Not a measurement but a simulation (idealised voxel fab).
Presented below is a process module, voxel air gaps.
Square cells of 5 nm make up the cross-section cut, whose width is 215 nm.
This document writes a cross-section as a grid whose cells are square, and gives it as bands, listed from the top down; one or more rows of cells form a band. Quick guide to a band line: top height, bottom height (nm) up front; then every material left to right with its width in nm. Only one material and it's marked "everywhere"? Then it fills the band edge to edge. And "air" just means empty space. Measure heights from 0. That's the level where, below it, the as-received wafer is all one material. The lowest band is bottomless and extends downward; write it as in "from 0 down". When a width is written as two numbers, as in "30->40", the first number is the width in the top row of cells of the band and the second is the width in its bottom row, and the width changes by the same amount from each row to the next. What does "no change occurred" mean for a step? It means no cell of the cross-section changed in that step. Listed in "Enclosed internal voids": every empty space of 8 or more cells without an open way to the top. Form: width x height at distance, the distance being from the left edge, all in nm. That trailing text on a step's line, after the settings, is the simulator's own remark on the step. The "overlay nm" setting may appear on a step's line; for a step that uses a mask, it gives how far to the right of its planned position the mask lay, and a negative value indicates the left.
These are the steps we planned for the process:
1. RECEIVE, material Si
2. CONFORMAL_DEP, material SiO2, thk nm 15
3. CONFORMAL_DEP, material SiCN, thk nm 5
4. DIRECTIONAL_DEP, material SiO2, thk nm 30
5. PATTERN, tone open, mask id LINES, material resist, width nm 15, pitch nm 45, thk nm 20, overlay nm 0
6. DIRECTIONAL_ETCH, etch materials SiO2, depth nm 30
7. STRIP, etch materials resist
8. CONFORMAL_DEP, material TiN, thk nm 5
9. FILL_DEP, material W, thk nm 5
10. CMP, height nm 50
11. EPI, material Ru, thk nm 10
12. SELECTIVE_ETCH, etch materials SiO2, depth nm 40
13. CONFORMAL_DEP, material SiCN, thk nm 5
Step 1 complete: cross-section of the wafer as received:
- from 0 down: Si everywhere
- Enclosed internal voids: none
Cross-sectional view of the first of the two wafers upon completion of the module, processed in accordance with the plan:
- from 65 to 60: air: 15, then SiCN: 180, then air: 20
- from 60 to 50: air: 15, then SiCN: 5, then Ru: 35, then SiCN: 10, then Ru: 35, then SiCN: 10, then Ru: 35, then SiCN: 10, then Ru: 35, then SiCN: 5, then air: 20
- from 50 to 45: air: 15, then SiCN: 15, then TiN: 5, then W: 5, then TiN: 5, then SiCN: 30, then TiN: 5, then W: 5, then TiN: 5, then SiCN: 30, then TiN: 5, then W: 5, then TiN: 5, then SiCN: 30, then TiN: 5, then W: 5, then TiN: 5, then SiCN: 15, then air: 20
- from 45 to 25: air: 25, then SiCN: 5, then TiN: 5, then W: 5, then TiN: 5, then SiCN: 5, then air: 20, then SiCN: 5, then TiN: 5, then W: 5, then TiN: 5, then SiCN: 5, then air: 20, then SiCN: 5, then TiN: 5, then W: 5, then TiN: 5, then SiCN: 5, then air: 20, then SiCN: 5, then TiN: 5, then W: 5, then TiN: 5, then SiCN: 5, then air: 30
- from 25 to 20: SiCN: 30, then TiN: 15, then SiCN: 30, then TiN: 15, then SiCN: 30, then TiN: 15, then SiCN: 30, then TiN: 15, then SiCN: 35
- from 20 to 15: SiCN everywhere
- from 15 to 0: SiO2 everywhere
- from 0 down: Si everywhere
- Enclosed internal voids: 20 x 20 at 50; 20 x 20 at 95; 20 x 20 at 140
So this is wafer number two of the two, cut at the end of the module - it started where the first did and had the same plan, we just got one thing wrong running it:
- from 65 to 60: air: 10, then SiCN: 190, then air: 15
- from 60 to 50: air: 10, then SiCN: 5, then Ru: 180, then SiCN: 5, then air: 15
- from 50 to 45: air: 10, then SiCN: 15, then TiN: 5, then W: 15, then TiN: 5, then SiO2: 20, then TiN: 5, then W: 15, then TiN: 5, then SiO2: 20, then TiN: 5, then W: 15, then TiN: 5, then SiO2: 20, then TiN: 5, then W: 15, then TiN: 5, then SiCN: 15, then air: 15
- from 45 to 25: air: 20, then SiCN: 5, then TiN: 5, then W: 15, then TiN: 5, then SiO2: 20, then TiN: 5, then W: 15, then TiN: 5, then SiO2: 20, then TiN: 5, then W: 15, then TiN: 5, then SiO2: 20, then TiN: 5, then W: 15, then TiN: 5, then SiCN: 5, then air: 25
- from 25 to 20: SiCN: 25, then TiN: 25, then SiO2: 20, then TiN: 25, then SiO2: 20, then TiN: 25, then SiO2: 20, then TiN: 25, then SiCN: 30
- from 20 to 15: SiCN everywhere
- from 15 to 0: SiO2 everywhere
- from 0 down: Si everywhere
- Enclosed internal voids: none
Where did the run depart from the plan? heads up, step 5 didn't go per plan, it actually ran as PATTERN, tone open, mask id LINES, material resist, width nm 25, pitch nm 45, thk nm 20, overlay nm 0
It is noted that, at the conclusion of processing, the second wafer exhibits a higher or lower cell count for certain materials relative to the first: Ru: 16 more; SiCN: 72 fewer; SiO2: 72 more; TiN: 8 more; W: 40 more
Closed voids, final: 3 / 0 (first wafer / second wafer).
